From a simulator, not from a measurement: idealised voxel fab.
The document below concerns the process module designated voxel self aligned vias.
FYI the section here is cut, 290 nm wide, cells are 5 nm squares.
Reading order for cross-sections: top band down to bottom band. Underlying form: a grid of square cells. Band size: one or more rows of cells. It is stipulated that each band's entry specify, in nanometres, the height of the top of the band and then that of its bottom, followed by the materials of the band in left-to-right sequence, each together with its width in nanometres. A single material marked by the word "everywhere" is understood to fill the band from edge to edge; the word "empty" is understood to denote empty space. We count height from 0. Below that, the starting wafer is all one material. The lowest band never ends at the bottom but goes on down; see "from 0 down" for how that is written. The two numbers in a width such as "30..40" mark its ends across the band: the first belongs to the top row of cells, the second to the bottom row, and from each row to the next the width moves by the same amount. Key: "no modifications" - step with no changed cell in the cross-section. Each empty space that has no open way to the top and spans at least 8 cells appears under "Sealed-off cavities" as width x height at distance, the distance counted from the left edge, all in nm. Whatever follows a step's settings on its line is a remark the simulator itself makes about that step. If you see "overlay nm" on a step's line and that step has a mask, it's telling you how far right of where it was planned the mask ended up; a negative number means it went left instead.
### Intended process steps
1) RECEIVE | material Si
2) CONFORMAL_DEP | material SiO2 | thk nm 10
3) CONFORMAL_DEP | material SiCN | thk nm 5
4) DIRECTIONAL_DEP | material SiO2 | thk nm 20
5) MASKED_ETCH | tone open | mask id LINES | width nm 25 | pitch nm 50 | etch materials SiO2 | depth nm 20 | overlay nm 0
6) CONFORMAL_DEP | material TiN | thk nm 5
7) FILL_DEP | material Ru | thk nm 5
8) CMP | height nm 35
9) SELECTIVE_ETCH | etch materials W Ru TiN | depth nm 5
10) FILL_DEP | material SiN | thk nm 10
11) CMP | height nm 35
12) DIRECTIONAL_DEP | material SiO2 | thk nm 15
13) DIRECTIONAL_DEP | material aC | thk nm 10
14) PATTERN | tone open | mask id VIAS | material resist | width nm 35 | pitch nm 50 | thk nm 30 | overlay nm 0
15) DIRECTIONAL_ETCH | etch materials aC | depth nm 10
16) STRIP | etch materials resist
17) DIRECTIONAL_ETCH | etch materials SiO2 | depth nm 15
18) DIRECTIONAL_ETCH | etch materials SiN | depth nm 5
19) STRIP | etch materials aC
20) CONFORMAL_DEP | material TiN | thk nm 5
21) FILL_DEP | material Cu | thk nm 5
22) CMP | height nm 50
23) CONFORMAL_DEP | material SiN | thk nm 5
### First wafer of two (run as planned)
### Received-state cross-section, reflecting completion of step 1
	from 0 down = Si everywhere
	Sealed-off cavities: none
### Upon completion of step 2, the wafer appears in cross-section as shown
	from 10 to 0 = SiO2 everywhere
	Heights below 0 show no change.
### Upon completion of step 3, the wafer appears in cross-section as shown
	from 15 to 10 = SiCN everywhere
	Heights below 10 show no change.
### Upon completion of step 4, the wafer appears in cross-section as shown
	from 35 to 15 = SiO2 everywhere
	Heights below 15 show no change.
### Upon completion of step 5, the wafer appears in cross-section as shown
	from 35 to 15 = SiO2 (105); empty (25); SiO2 (25); empty (25); SiO2 (110)
	Heights below 15 show no change.
### Upon completion of step 6, the wafer appears in cross-section as shown
	from 40 to 35 = TiN (110); empty (15); TiN (35); empty (15); TiN (115)
	from 35 to 20 = SiO2 (105); TiN (5); empty (15); TiN (5); SiO2 (25); TiN (5); empty (15); TiN (5); SiO2 (110)
	from 20 to 15 = SiO2 (105); TiN (25); SiO2 (25); TiN (25); SiO2 (110)
	Heights below 15 show no change.
### Upon completion of step 7, the wafer appears in cross-section as shown
	from 45 to 40 = Ru everywhere
	from 40 to 35 = TiN (110); Ru (15); TiN (35); Ru (15); TiN (115)
	from 35 to 20 = SiO2 (105); TiN (5); Ru (15); TiN (5); SiO2 (25); TiN (5); Ru (15); TiN (5); SiO2 (110)
	Heights below 20 show no change.
### Upon completion of step 8, the wafer appears in cross-section as shown
	from 35 to 20 = SiO2 (105); TiN (5); Ru (15); TiN (5); SiO2 (25); TiN (5); Ru (15); TiN (5); SiO2 (110)
	Heights below 20 show no change.
### Upon completion of step 9, the wafer appears in cross-section as shown
	from 35 to 30 = SiO2 (105); empty (25); SiO2 (25); empty (25); SiO2 (110)
	Heights below 30 show no change.
### Upon completion of step 10, the wafer appears in cross-section as shown
	from 45 to 35 = SiN everywhere
	from 35 to 30 = SiO2 (105); SiN (25); SiO2 (25); SiN (25); SiO2 (110)
	Heights below 30 show no change.
### Upon completion of step 11, the wafer appears in cross-section as shown
	from 35 to 30 = SiO2 (105); SiN (25); SiO2 (25); SiN (25); SiO2 (110)
	Heights below 30 show no change.
### Upon completion of step 12, the wafer appears in cross-section as shown
	from 50 to 35 = SiO2 everywhere
	Heights below 35 show no change.
### Upon completion of step 13, the wafer appears in cross-section as shown
	from 60 to 50 = aC everywhere
	Heights below 50 show no change.
### Upon completion of step 14, the wafer appears in cross-section as shown
	from 90 to 60 = resist (100); empty (35); resist (15); empty (35); resist (105)
	Heights below 60 show no change.
### Upon completion of step 15, the wafer appears in cross-section as shown
	from 80 to 60 = resist (100); empty (35); resist (15); empty (35); resist (105)
	from 60 to 50 = aC (100); empty (35); aC (15); empty (35); aC (105)
	Heights below 50 show no change.
### Upon completion of step 16, the wafer appears in cross-section as shown
	from 60 to 50 = aC (100); empty (35); aC (15); empty (35); aC (105)
	Heights below 50 show no change.
### Upon completion of step 17, the wafer appears in cross-section as shown
	from 60 to 50 = aC (100); empty (35); aC (15); empty (35); aC (105)
	from 50 to 35 = SiO2 (100); empty (35); SiO2 (15); empty (35); SiO2 (105)
	Heights below 35 show no change.
### Upon completion of step 18, the wafer appears in cross-section as shown
	from 60 to 50 = aC (100); empty (35); aC (15); empty (35); aC (105)
	from 50 to 35 = SiO2 (100); empty (35); SiO2 (15); empty (35); SiO2 (105)
	from 35 to 30 = SiO2 (105); empty (25); SiO2 (25); empty (25); SiO2 (110)
	Heights below 30 show no change.
### Upon completion of step 19, the wafer appears in cross-section as shown
	from 50 to 35 = SiO2 (100); empty (35); SiO2 (15); empty (35); SiO2 (105)
	Heights below 35 show no change.
### Upon completion of step 20, the wafer appears in cross-section as shown
	from 55 to 50 = TiN (105); empty (25); TiN (25); empty (25); TiN (110)
	from 50 to 40 = SiO2 (100); TiN (5); empty (25); TiN (5); SiO2 (15); TiN (5); empty (25); TiN (5); SiO2 (105)
	from 40 to 35 = SiO2 (100); TiN (10); empty (15); TiN (10); SiO2 (15); TiN (10); empty (15); TiN (10); SiO2 (105)
	from 35 to 30 = SiO2 (105); TiN (25); SiO2 (25); TiN (25); SiO2 (110)
	Heights below 30 show no change.
### Upon completion of step 21, the wafer appears in cross-section as shown
	from 60 to 55 = Cu everywhere
	from 55 to 50 = TiN (105); Cu (25); TiN (25); Cu (25); TiN (110)
	from 50 to 40 = SiO2 (100); TiN (5); Cu (25); TiN (5); SiO2 (15); TiN (5); Cu (25); TiN (5); SiO2 (105)
	from 40 to 35 = SiO2 (100); TiN (10); Cu (15); TiN (10); SiO2 (15); TiN (10); Cu (15); TiN (10); SiO2 (105)
	Heights below 35 show no change.
### Upon completion of step 22, the wafer appears in cross-section as shown
	from 50 to 40 = SiO2 (100); TiN (5); Cu (25); TiN (5); SiO2 (15); TiN (5); Cu (25); TiN (5); SiO2 (105)
	Heights below 40 show no change.
### Upon completion of step 23, the wafer appears in cross-section as shown
	from 55 to 50 = SiN everywhere
	Heights below 50 show no change.
### The Second Wafer: Common Origin and Plan, One Mistake in Execution, Identical to the First Through Step 1
### Cross-section of the second wafer when, according to plan, step 2 should have finished
	from 5 to 0 = SiCN everywhere
	Heights below 0 show no change.
### Cross-section of the second wafer when, according to plan, step 3 should have finished
	from 15 to 5 = SiO2 everywhere
	Heights below 5 show no change.
### Cross-section of the second wafer when, according to plan, step 4 should have finished
	from 35 to 5 = SiO2 everywhere
	Heights below 5 show no change.
### Cross-section of the second wafer when, according to plan, step 5 should have finished
	from 35 to 15 = SiO2 (105); empty (25); SiO2 (25); empty (25); SiO2 (110)
	Heights below 15 show no change.
### Cross-section of the second wafer when, according to plan, step 6 should have finished
	from 40 to 35 = TiN (110); empty (15); TiN (35); empty (15); TiN (115)
	from 35 to 20 = SiO2 (105); TiN (5); empty (15); TiN (5); SiO2 (25); TiN (5); empty (15); TiN (5); SiO2 (110)
	from 20 to 15 = SiO2 (105); TiN (25); SiO2 (25); TiN (25); SiO2 (110)
	Heights below 15 show no change.
### Cross-section of the second wafer when, according to plan, step 7 should have finished
	from 45 to 40 = Ru everywhere
	from 40 to 35 = TiN (110); Ru (15); TiN (35); Ru (15); TiN (115)
	from 35 to 20 = SiO2 (105); TiN (5); Ru (15); TiN (5); SiO2 (25); TiN (5); Ru (15); TiN (5); SiO2 (110)
	Heights below 20 show no change.
### Cross-section of the second wafer when, according to plan, step 8 should have finished
	from 35 to 20 = SiO2 (105); TiN (5); Ru (15); TiN (5); SiO2 (25); TiN (5); Ru (15); TiN (5); SiO2 (110)
	Heights below 20 show no change.
### Cross-section of the second wafer when, according to plan, step 9 should have finished
	from 35 to 30 = SiO2 (105); empty (25); SiO2 (25); empty (25); SiO2 (110)
	Heights below 30 show no change.
### Cross-section of the second wafer when, according to plan, step 10 should have finished
	from 45 to 35 = SiN everywhere
	from 35 to 30 = SiO2 (105); SiN (25); SiO2 (25); SiN (25); SiO2 (110)
	Heights below 30 show no change.
### Cross-section of the second wafer when, according to plan, step 11 should have finished
	from 35 to 30 = SiO2 (105); SiN (25); SiO2 (25); SiN (25); SiO2 (110)
	Heights below 30 show no change.
### Cross-section of the second wafer when, according to plan, step 12 should have finished
	from 50 to 35 = SiO2 everywhere
	Heights below 35 show no change.
### Cross-section of the second wafer when, according to plan, step 13 should have finished
	from 60 to 50 = aC everywhere
	Heights below 50 show no change.
### Cross-section of the second wafer when, according to plan, step 14 should have finished
	from 90 to 60 = resist (100); empty (35); resist (15); empty (35); resist (105)
	Heights below 60 show no change.
### Cross-section of the second wafer when, according to plan, step 15 should have finished
	from 80 to 60 = resist (100); empty (35); resist (15); empty (35); resist (105)
	from 60 to 50 = aC (100); empty (35); aC (15); empty (35); aC (105)
	Heights below 50 show no change.
### Cross-section of the second wafer when, according to plan, step 16 should have finished
	from 60 to 50 = aC (100); empty (35); aC (15); empty (35); aC (105)
	Heights below 50 show no change.
### Cross-section of the second wafer when, according to plan, step 17 should have finished
	from 60 to 50 = aC (100); empty (35); aC (15); empty (35); aC (105)
	from 50 to 35 = SiO2 (100); empty (35); SiO2 (15); empty (35); SiO2 (105)
	Heights below 35 show no change.
### Cross-section of the second wafer when, according to plan, step 18 should have finished
	from 60 to 50 = aC (100); empty (35); aC (15); empty (35); aC (105)
	from 50 to 35 = SiO2 (100); empty (35); SiO2 (15); empty (35); SiO2 (105)
	from 35 to 30 = SiO2 (105); empty (25); SiO2 (25); empty (25); SiO2 (110)
	Heights below 30 show no change.
### Cross-section of the second wafer when, according to plan, step 19 should have finished
	from 50 to 35 = SiO2 (100); empty (35); SiO2 (15); empty (35); SiO2 (105)
	Heights below 35 show no change.
### Cross-section of the second wafer when, according to plan, step 20 should have finished
	from 55 to 50 = TiN (105); empty (25); TiN (25); empty (25); TiN (110)
	from 50 to 40 = SiO2 (100); TiN (5); empty (25); TiN (5); SiO2 (15); TiN (5); empty (25); TiN (5); SiO2 (105)
	from 40 to 35 = SiO2 (100); TiN (10); empty (15); TiN (10); SiO2 (15); TiN (10); empty (15); TiN (10); SiO2 (105)
	from 35 to 30 = SiO2 (105); TiN (25); SiO2 (25); TiN (25); SiO2 (110)
	Heights below 30 show no change.
### Cross-section of the second wafer when, according to plan, step 21 should have finished
	from 60 to 55 = Cu everywhere
	from 55 to 50 = TiN (105); Cu (25); TiN (25); Cu (25); TiN (110)
	from 50 to 40 = SiO2 (100); TiN (5); Cu (25); TiN (5); SiO2 (15); TiN (5); Cu (25); TiN (5); SiO2 (105)
	from 40 to 35 = SiO2 (100); TiN (10); Cu (15); TiN (10); SiO2 (15); TiN (10); Cu (15); TiN (10); SiO2 (105)
	Heights below 35 show no change.
### Cross-section of the second wafer when, according to plan, step 22 should have finished
	from 50 to 40 = SiO2 (100); TiN (5); Cu (25); TiN (5); SiO2 (15); TiN (5); Cu (25); TiN (5); SiO2 (105)
	Heights below 40 show no change.
### Cross-section of the second wafer when, according to plan, step 23 should have finished
	from 55 to 50 = SiN everywhere
	Heights below 50 show no change.
In executing the process, a mistake was made relative to the plan: sequence error: steps 2 and 3 interchanged
So at the finish, the second wafer's got exactly as many cells of each material as the first, just not in the same spots.
